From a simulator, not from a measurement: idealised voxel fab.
process module | voxel transistor to metal
cross-section cut | 145 nm wide | cells 5 nm
A cross-section is a grid of square cells, given in bands from the top down. A band is one or more rows of cells.
Each band's line starts with the height of the band's top and of its bottom, in nm. Then come its materials from left to right, each with its width in nm. One material with "throughout" fills the band from edge to edge. "air" is empty space.
Height 0 is the level under which the wafer as received is all one material. The lowest band goes on downwards, as in "0 down".
A width such as "30 to 40" changes by the same amount from each row of cells to the next, from the band's top row to its bottom row.
"no change" after a step means that no cell of the cross-section changed.
closed voids: empty space of 8 cells or more with no open way to the top, each as width x height at its distance from the left edge, in nm
after a step's settings: what the simulator itself notes on the step
overlay nm, on a step with a mask: how far to the right of its planned place the mask lay; to the left if negative
plan
1 op RECEIVE | material Si
2 op CONFORMAL_DEP | material SiO2 | thk nm 5
3 op CONFORMAL_DEP | material SiN | thk nm 10
4 op MASKED_ETCH | tone cover | mask id ACTIVE | width nm 95 | etch materials SiN | depth nm 10 | overlay nm 0
5 op MASKED_ETCH | tone cover | mask id ACTIVE | width nm 95 | etch materials SiO2 | depth nm 5 | overlay nm 0
6 op MASKED_ETCH | tone cover | mask id ACTIVE | width nm 95 | etch materials Si | depth nm 35 | overlay nm 0
7 op OXIDIZE | depth nm 5
8 op FILL_DEP | material SiO2 | thk nm 15
9 op CMP | height nm 15
10 op SELECTIVE_ETCH | etch materials SiO2 | depth nm 10
11 op STRIP | etch materials SiN
12 op SELECTIVE_ETCH | etch materials SiO2 | depth nm 5
13 op OXIDIZE | depth nm 5
14 op DIRECTIONAL_DEP | material polySi | thk nm 30
15 op DIRECTIONAL_DEP | material SiCN | thk nm 10
16 op MASKED_ETCH | tone cover | mask id GATE | width nm 25 | etch materials SiCN | depth nm 20 | overlay nm 0
17 op MASKED_ETCH | tone cover | mask id GATE | width nm 25 | etch materials polySi | depth nm 40 | overlay nm 0
18 op CONFORMAL_DEP | material SiN | thk nm 5
19 op DIRECTIONAL_ETCH | etch materials SiN | depth nm 5
20 op DIRECTIONAL_ETCH | etch materials SiO2 | depth nm 5
21 op EPI | material SiGe | thk nm 5
22 op FILL_DEP | material SiO2 | thk nm 5
23 op CMP | height nm 40
24 op DIRECTIONAL_DEP | material SiO2 | thk nm 10
25 op PATTERN | tone open | mask id CONTACT | material resist | width nm 15 | pitch nm 70 | thk nm 20 | overlay nm 0
26 op DIRECTIONAL_ETCH | etch materials SiO2 | depth nm 50
27 op STRIP | etch materials resist
28 op CONFORMAL_DEP | material TiN | thk nm 5
29 op FILL_DEP | material W | thk nm 10
30 op CMP | height nm 50
31 op CONFORMAL_DEP | material SiCN | thk nm 5
32 op DIRECTIONAL_DEP | material lowk | thk nm 25
33 op DIRECTIONAL_DEP | material aC | thk nm 15
34 op PATTERN | tone open | mask id METAL_1 | material resist | width nm 15 | pitch nm 70 | thk nm 30 | overlay nm 0
35 op DIRECTIONAL_ETCH | etch materials aC | depth nm 15
36 op STRIP | etch materials resist
37 op DIRECTIONAL_ETCH | etch materials lowk | depth nm 25
38 op DIRECTIONAL_ETCH | etch materials SiCN | depth nm 5
39 op STRIP | etch materials aC
40 op CONFORMAL_DEP | material TiN | thk nm 5
41 op FILL_DEP | material Ru | thk nm 10
42 op CMP | height nm 80
43 op CONFORMAL_DEP | material SiCN | thk nm 5
44 op DIRECTIONAL_DEP | material lowk | thk nm 35
45 op PATTERN | tone open | mask id METAL_2 | material resist | width nm 15 | pitch nm 70 | thk nm 15 | overlay nm 0
46 op DIRECTIONAL_ETCH | etch materials lowk | depth nm 20
47 op STRIP | etch materials resist
48 op MASKED_ETCH | tone open | mask id METAL_2_HOLES | width nm 15 | pitch nm 70 | etch materials lowk | depth nm 15 | overlay nm 0
49 op MASKED_ETCH | tone open | mask id METAL_2_HOLES | width nm 15 | pitch nm 70 | etch materials SiCN | depth nm 5 | overlay nm 0
50 op CONFORMAL_DEP | material TiN | thk nm 5
51 op FILL_DEP | material Ru | thk nm 10
52 op CMP | height nm 120
53 op CONFORMAL_DEP | material SiN | thk nm 5
as received, after step 1
  0 down: Si throughout
  closed voids: none
a wafer at the end: this start, this plan, one mistake
  125 to 120: SiN throughout
  120 to 85: lowk 30 | TiN 5 | Ru 5 | TiN 5 | lowk 55 | TiN 5 | Ru 5 | TiN 5 | lowk 30
  85 to 80: SiCN 30 | TiN 15 | SiCN 55 | TiN 15 | SiCN 30
  80 to 55: lowk 30 | TiN 5 | Ru 5 | TiN 5 | lowk 55 | TiN 5 | Ru 5 | TiN 5 | lowk 30
  55 to 50: SiCN 30 | TiN 15 | SiCN 55 | TiN 15 | SiCN 30
  50 to 40: SiO2 30 | TiN 5 | W 5 | TiN 5 | SiO2 55 | TiN 5 | W 5 | TiN 5 | SiO2 30
  40 to 30: SiO2 30 | TiN 5 | W 5 | TiN 5 | SiO2 10 | SiN 5 | SiCN 25 | SiN 5 | SiO2 10 | TiN 5 | W 5 | TiN 5 | SiO2 30
  30 to 5: SiO2 30 | TiN 5 | W 5 | TiN 5 | SiO2 10 | SiN 5 | polySi 25 | SiN 5 | SiO2 10 | TiN 5 | W 5 | TiN 5 | SiO2 30
  5 to 0: SiO2 30 | TiN 15 | SiO2 10 | SiN 5 | polySi 25 | SiN 5 | SiO2 10 | TiN 15 | SiO2 30
  0 to -5: SiO2 25 | Si 30 | SiO2 35 | Si 30 | SiO2 25
  -5 to -40: SiO2 30 | Si 85 | SiO2 30
  -40 down: Si throughout
  closed voids: none
what went wrong: step 21 ran as: op EPI | material Si | thk nm 5
